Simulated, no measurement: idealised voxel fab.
The following is a process module called voxel self aligned contacts.
FYI the section here is cut, 280 nm wide, cells are 5 nm squares.
How to read a cross-section here: the picture is a grid of square cells, written as bands going from the top down, and any band can span one or more rows of cells.
Band: top height; bottom height; in nm. Then, left to right: material with width in nm, for each material. "throughout": a single material spanning edge to edge. "empty": empty space.
Heads up on the height convention: 0 is the point under which the incoming wafer is all one material, and the lowest band has no bottom, it just keeps going down, like "0 down".
Note: "30->40" means the width goes from the first number (top row of the band) to the second number (bottom row) in equal steps per row of cells.
Reading "changes: none" for a step: not a cell of the cross-section changed in it.
You'll see "Closed empty spaces" listing empty spaces that have no way open to the top, as long as they're 8 cells or more; the notation is width x height at distance, where the distance is from the left edge, and all of it is in nm.
The remark found on a step's line after its settings is issued by the simulator itself and pertains to that step.
overlay nm: on a step with a mask, how far right of its planned place the mask lay; negative means left.
This section lists the process steps that were planned:
1: RECEIVE | material Si
2: CONFORMAL_DEP | material SiO2 | thk nm 5
3: DIRECTIONAL_DEP | material polySi | thk nm 30
4: DIRECTIONAL_DEP | material SiN | thk nm 15
5: MASKED_ETCH | tone cover | mask id GATE | width nm 25 | pitch nm 60 | etch materials SiN | depth nm 15 | overlay nm 0
6: MASKED_ETCH | tone cover | mask id GATE | width nm 25 | pitch nm 60 | etch materials polySi | depth nm 30 | overlay nm 0
7: CONFORMAL_DEP | material SiN | thk nm 5
8: DIRECTIONAL_ETCH | etch materials SiN | depth nm 5
9: FILL_DEP | material SiO2 | thk nm 20
10: CMP | height nm 60
11: PATTERN | tone open | mask id CONTACT | material resist | width nm 45 | thk nm 15 | overlay nm 0
12: DIRECTIONAL_ETCH | etch materials SiO2 | depth nm 60
13: STRIP | etch materials resist
14: CONFORMAL_DEP | material TiN | thk nm 5
15: FILL_DEP | material Ru | thk nm 5
16: CMP | height nm 60
17: CONFORMAL_DEP | material SiN | thk nm 5
As-received state of the wafer in cross-section, equivalent to post-step 1:
  0 down | Si throughout
  Closed empty spaces: none
The cross-section shown corresponds to the wafer at the conclusion of the module. The initial structure and the process plan are those presented above; however, one mistake occurred in executing the plan:
  65 to 60 | SiN throughout
  60 to 50 | 120 of SiO2, 5->10 of TiN, 35->15 of Ru, 5->20 of TiN, 115 of SiO2
  50 to 35 | 90 of SiO2, 35 of SiN, 5 of TiN, 15 of Ru, 5 of TiN, 35 of SiN, 95 of SiO2
  35 to 5 | 90 of SiO2, 5 of SiN, 25 of polySi, 5 of SiN, 5 of TiN, 15 of Ru, 5 of TiN, 5 of SiN, 25 of polySi, 5 of SiN, 95 of SiO2
  5 to 0 | 125 of SiO2, 25 of TiN, 130 of SiO2
  0 down | Si throughout
  Closed empty spaces: none
Run error: it should be noted that step 11 was executed with settings other than those planned, the operation and settings actually applied being PATTERN | tone open | mask id CONTACT | material resist | width nm 45 | thk nm 15 | overlay nm 5
